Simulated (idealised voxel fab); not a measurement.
A process module follows: voxel local oxidation.
Section cut is 175 nm wide and gridded with 5 nm square cells.
In what follows, cross-sections appear as grids of square cells, described through bands that run from the top down, where every band is one or more rows of cells.
Band entry format. Leading values: height of top, height of bottom, nm. Remainder: materials in left-to-right order, each with its width in nm. Special words: "all across" on a single material, which then fills the band edge to edge; "blank", empty space.
Convention: height 0 is the level below which the wafer, as received, is all one material. The lowest band does not terminate at the bottom but continues downward, represented as "top 0, no bottom".
Graded width ("30->40"): value in top row of band = first number; value in bottom row = second number; row-to-row change constant.
The designation "changes: none", where it is given for a processing step, indicates that no cell of the cross-section was altered in the course of that step.
"Enclosed cavity list": sealed empty spaces, 8 cells or more, no open way to top, listed width x height at distance, with distance from the left edge and width, height and distance in nm.
What comes after the settings on a step's line is commentary from the simulator itself on that step.
overlay nm: right-of-plan distance of the mask on a masked step; negative values mean left-of-plan.
Guide to the pairs. Each holds a before and an after cross-section around one process step; the after cross-section is cut off at the lowest band that changed. Look under the pair for the step between them and its settings. Pairs can come from different runs of this module on the same starting wafer, so a pair follows on from the one above it only where its entry headed "Prior state" says it does.

Prior state
    top 0, no bottom | Si all across
    Enclosed cavity list: none

Step Result
    top 0, bottom -5 | SiO2 all across
    Lower than -5, everything is as it was.
    Enclosed cavity list: none
Upper to lower cross-section via op OXIDIZE | depth nm 5

Prior state: it's just the after picture from the pair right above this one.

Step Result
    top 10, bottom 0 | SiN all across
    Lower than 0, everything is as it was.
    Enclosed cavity list: none
Upper to lower cross-section via op CONFORMAL_DEP | material SiN | thk nm 10

Prior state: it's just the after picture from the pair right above this one.

Step Result
    top 10, bottom 0 | blank 30 nm, then SiN 115 nm, then blank 30 nm
    Lower than 0, everything is as it was.
    Enclosed cavity list: none
Upper to lower cross-section via op MASKED_ETCH | tone cover | mask id ACTIVE | width nm 115 | etch materials SiN | depth nm 10 | overlay nm 0

Prior state: it's just the after picture from the pair right above this one.

Step Result
    top 10, bottom 0 | blank 30 nm, then SiN 115 nm, then blank 30 nm
    top 0, bottom -5 | blank 35 nm, then SiO2 105 nm, then blank 35 nm
    Lower than -5, everything is as it was.
    Enclosed cavity list: none
Upper to lower cross-section via op SELECTIVE_ETCH | etch materials SiO2 | depth nm 5

Prior state: it's just the after picture from the pair right above this one.

Step Result
    top 10, bottom 0 | blank 30 nm, then SiN 115 nm, then blank 30 nm
    top 0, bottom -5 | blank 35 nm, then SiO2 105 nm, then blank 35 nm
    top -5, bottom -20 | SiO2 50 nm, then Si 75 nm, then SiO2 50 nm
    Lower than -20, everything is as it was.
    Enclosed cavity list: none
Upper to lower cross-section via op OXIDIZE | depth nm 15

Prior state: it's just the after picture from the pair right above this one.

Step Result
    top 0, bottom -5 | blank 35 nm, then SiO2 105 nm, then blank 35 nm
    Lower than -5, everything is as it was.
    Enclosed cavity list: none
Upper to lower cross-section via op STRIP | etch materials SiN

Prior state
    top 0, bottom -5 | SiO2 all across
    top -5, no bottom | Si all across
    Enclosed cavity list: none

Step Result
    top -5, no bottom | Si all across
    Enclosed cavity list: none
Upper to lower cross-section via op SELECTIVE_ETCH | etch materials SiO2 | depth nm 5

Prior state: it's just the after picture from the pair right above this one.

Step Result
    top -5, bottom -20 | SiO2 all across
    Lower than -20, everything is as it was.
    Enclosed cavity list: none
Upper to lower cross-section via op OXIDIZE | depth nm 15

Prior state
    top 10, bottom 0 | blank 30 nm, then SiN 115 nm, then blank 30 nm
    top 0, bottom -5 | blank 35 nm, then SiO2 105 nm, then blank 35 nm
    top -5, no bottom | Si all across
    Enclosed cavity list: none

Step Result
    top 0, bottom -5 | blank 35 nm, then SiO2 105 nm, then blank 35 nm
    Lower than -5, everything is as it was.
    Enclosed cavity list: none
Upper to lower cross-section via op STRIP | etch materials SiN

Prior state: it's just the after picture from the pair right above this one.

Step Result
    top 0, bottom -5 | blank 35 nm, then SiO2 105 nm, then blank 35 nm
    top -5, bottom -20 | SiO2 50 nm, then Si 75 nm, then SiO2 50 nm
    Lower than -20, everything is as it was.
    Enclosed cavity list: none
Upper to lower cross-section via op OXIDIZE | depth nm 15

Prior state
    top 10, bottom 0 | blank 30 nm, then SiN 115 nm, then blank 30 nm
    top 0, bottom -5 | blank 35 nm, then SiO2 105 nm, then blank 35 nm
    top -5, no bottom | Si all across
    Enclosed cavity list: none

Step Result
    top 10, bottom 0 | blank 30 nm, then SiN 115 nm, then blank 30 nm
    top 0, bottom -5 | blank 35 nm, then SiO2 105 nm, then blank 35 nm
    top -5, bottom -10 | SiO2 40 nm, then Si 95 nm, then SiO2 40 nm
    Lower than -10, everything is as it was.
    Enclosed cavity list: none
Upper to lower cross-section via op OXIDIZE | depth nm 5

Prior state: it's just the after picture from the pair right above this one.

Step Result
    top 0, bottom -5 | blank 35 nm, then SiO2 105 nm, then blank 35 nm
    Lower than -5, everything is as it was.
    Enclosed cavity list: none
Upper to lower cross-section via op STRIP | etch materials SiN

Prior state
    top 10, bottom 0 | SiN all across
    top 0, bottom -5 | SiO2 all across
    top -5, no bottom | Si all across
    Enclosed cavity list: none

Step Result
    top 10, bottom 0 | blank 25 nm, then SiN 125 nm, then blank 25 nm
    Lower than 0, everything is as it was.
    Enclosed cavity list: none
Upper to lower cross-section via op MASKED_ETCH | tone cover | mask id ACTIVE | width nm 125 | etch materials SiN | depth nm 10 | overlay nm 0

Prior state: it's just the after picture from the pair right above this one.

Step Result
    top 10, bottom 0 | blank 25 nm, then SiN 125 nm, then blank 25 nm
    top 0, bottom -5 | blank 30 nm, then SiO2 115 nm, then blank 30 nm
    Lower than -5, everything is as it was.
    Enclosed cavity list: none
Upper to lower cross-section via op SELECTIVE_ETCH | etch materials SiO2 | depth nm 5

Prior state: it's just the after picture from the pair right above this one.

Step Result
    top 10, bottom 0 | blank 25 nm, then SiN 125 nm, then blank 25 nm
    top 0, bottom -5 | blank 30 nm, then SiO2 115 nm, then blank 30 nm
    top -5, bottom -20 | SiO2 45 nm, then Si 85 nm, then SiO2 45 nm
    Lower than -20, everything is as it was.
    Enclosed cavity list: none
Upper to lower cross-section via op OXIDIZE | depth nm 15

Prior state: it's just the after picture from the pair right above this one.

Step Result
    top 0, bottom -5 | blank 30 nm, then SiO2 115 nm, then blank 30 nm
    Lower than -5, everything is as it was.
    Enclosed cavity list: none
Upper to lower cross-section via op STRIP | etch materials SiN

Prior state
    top 10, bottom 0 | SiN all across
    top 0, bottom -5 | SiO2 all across
    top -5, no bottom | Si all across
    Enclosed cavity list: none

Step Result
    top 10, bottom 0 | blank 40 nm, then SiN 115 nm, then blank 20 nm
    Lower than 0, everything is as it was.
    Enclosed cavity list: none
Upper to lower cross-section via op MASKED_ETCH | tone cover | mask id ACTIVE | width nm 115 | etch materials SiN | depth nm 10 | overlay nm 10

Prior state: it's just the after picture from the pair right above this one.

Step Result
    top 10, bottom 0 | blank 40 nm, then SiN 115 nm, then blank 20 nm
    top 0, bottom -5 | blank 45 nm, then SiO2 105 nm, then blank 25 nm
    Lower than -5, everything is as it was.
    Enclosed cavity list: none
Upper to lower cross-section via op SELECTIVE_ETCH | etch materials SiO2 | depth nm 5

Prior state: it's just the after picture from the pair right above this one.

Step Result
    top 10, bottom 0 | blank 40 nm, then SiN 115 nm, then blank 20 nm
    top 0, bottom -5 | blank 45 nm, then SiO2 105 nm, then blank 25 nm
    top -5, bottom -20 | SiO2 60 nm, then Si 75 nm, then SiO2 40 nm
    Lower than -20, everything is as it was.
    Enclosed cavity list: none
Upper to lower cross-section via op OXIDIZE | depth nm 15

Prior state: it's just the after picture from the pair right above this one.

Step Result
    top 0, bottom -5 | blank 45 nm, then SiO2 105 nm, then blank 25 nm
    Lower than -5, everything is as it was.
    Enclosed cavity list: none
Upper to lower cross-section via op STRIP | etch materials SiN

Prior state
    top 10, bottom 0 | blank 30 nm, then SiN 115 nm, then blank 30 nm
    top 0, bottom -5 | blank 35 nm, then SiO2 105 nm, then blank 35 nm
    top -5, bottom -20 | SiO2 50 nm, then Si 75 nm, then SiO2 50 nm
    top -20, no bottom | Si all across
    Enclosed cavity list: none

Step Result
    top -5, bottom -20 | blank 50 nm, then Si 75 nm, then blank 50 nm
    Lower than -20, everything is as it was.
    Enclosed cavity list: none
Upper to lower cross-section via op STRIP | etch materials SiO2

Prior state
    top 10, bottom 0 | SiN all across
    top 0, bottom -5 | SiO2 all across
    top -5, no bottom | Si all across
    Enclosed cavity list: none

Step Result
    top 10, bottom 0 | SiN 30 nm, then blank 115 nm, then SiN 30 nm
    Lower than 0, everything is as it was.
    Enclosed cavity list: none
Upper to lower cross-section via op MASKED_ETCH | tone open | mask id ACTIVE | width nm 115 | etch materials SiN | depth nm 10 | overlay nm 0

Prior state: it's just the after picture from the pair right above this one.

Step Result
    top 10, bottom 0 | SiN 30 nm, then blank 115 nm, then SiN 30 nm
    top 0, bottom -5 | SiO2 25 nm, then blank 125 nm, then SiO2 25 nm
    Lower than -5, everything is as it was.
    Enclosed cavity list: none
Upper to lower cross-section via op SELECTIVE_ETCH | etch materials SiO2 | depth nm 5

Prior state: it's just the after picture from the pair right above this one.

Step Result
    top 10, bottom 0 | SiN 30 nm, then blank 115 nm, then SiN 30 nm
    top 0, bottom -5 | SiO2 25 nm, then blank 125 nm, then SiO2 25 nm
    top -5, bottom -20 | Si 10 nm, then SiO2 155 nm, then Si 10 nm
    Lower than -20, everything is as it was.
    Enclosed cavity list: none
Upper to lower cross-section via op OXIDIZE | depth nm 15

Prior state: it's just the after picture from the pair right above this one.

Step Result
    top 0, bottom -5 | SiO2 25 nm, then blank 125 nm, then SiO2 25 nm
    Lower than -5, everything is as it was.
    Enclosed cavity list: none
Upper to lower cross-section via op STRIP | etch materials SiN
